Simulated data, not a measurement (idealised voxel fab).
process module | voxel ribs on slabs
cross-section cut | 175 nm wide | cells 5 nm
A cross-section is a grid of square cells, given in bands from the top down. A band is one or more rows of cells.
Each band's line starts with the height of the band's top and of its bottom, in nm. Then come its materials from left to right, each with its width in nm. One material with "throughout" fills the band from edge to edge. "air" is empty space.
Height 0 is the level under which the wafer as received is all one material. The lowest band goes on downwards, as in "0 down".
A width such as "30 to 40" changes by the same amount from each row of cells to the next, from the band's top row to its bottom row.
"no change" after a step means that no cell of the cross-section changed.
closed voids: empty space of 8 cells or more with no open way to the top, each as width x height at its distance from the left edge, in nm
after a step's settings: what the simulator itself notes on the step
overlay nm, on a step with a mask: how far to the right of its planned place the mask lay; to the left if negative
plan
1 op RECEIVE | material Si
2 op DIRECTIONAL_DEP | material SiO2 | thk nm 25
3 op DIRECTIONAL_DEP | material SiN | thk nm 15
4 op MASKED_ETCH | tone cover | mask id RIB | width nm 30 | etch materials SiN | depth nm 10 | overlay nm 0
5 op DIRECTIONAL_DEP | material aC | thk nm 10
6 op PATTERN | tone cover | mask id SLAB | material resist | width nm 60 | thk nm 30 | overlay nm 0
7 op DIRECTIONAL_ETCH | etch materials aC | depth nm 10
8 op STRIP | etch materials resist
9 op DIRECTIONAL_ETCH | etch materials SiN | depth nm 5
10 op STRIP | etch materials aC
11 op FILL_DEP | material SiO2 | thk nm 20
12 op CMP | height nm 55
13 op DIRECTIONAL_DEP | material TiN | thk nm 10
14 op MASKED_ETCH | tone cover | mask id HEATER | width nm 40 | etch materials TiN | depth nm 10 | overlay nm 0
15 op CONFORMAL_DEP | material SiN | thk nm 10
as received, after step 1
  0 down: Si throughout
  closed voids: none
a wafer at the end: this start, this plan, one mistake
  75 to 65: air 55 | SiN 60 | air 60
  65 to 55: SiN 65 | TiN 40 | SiN 70
  55 to 40: SiO2 throughout
  40 to 30: SiO2 65 | SiN 40 | SiO2 70
  30 to 25: SiO2 55 | SiN 60 | SiO2 60
  25 to 0: SiO2 throughout
  0 down: Si throughout
  closed voids: none
what went wrong: step 4 ran as: op MASKED_ETCH | tone cover | mask id RIB | width nm 40 | etch materials SiN | depth nm 10 | overlay nm 0
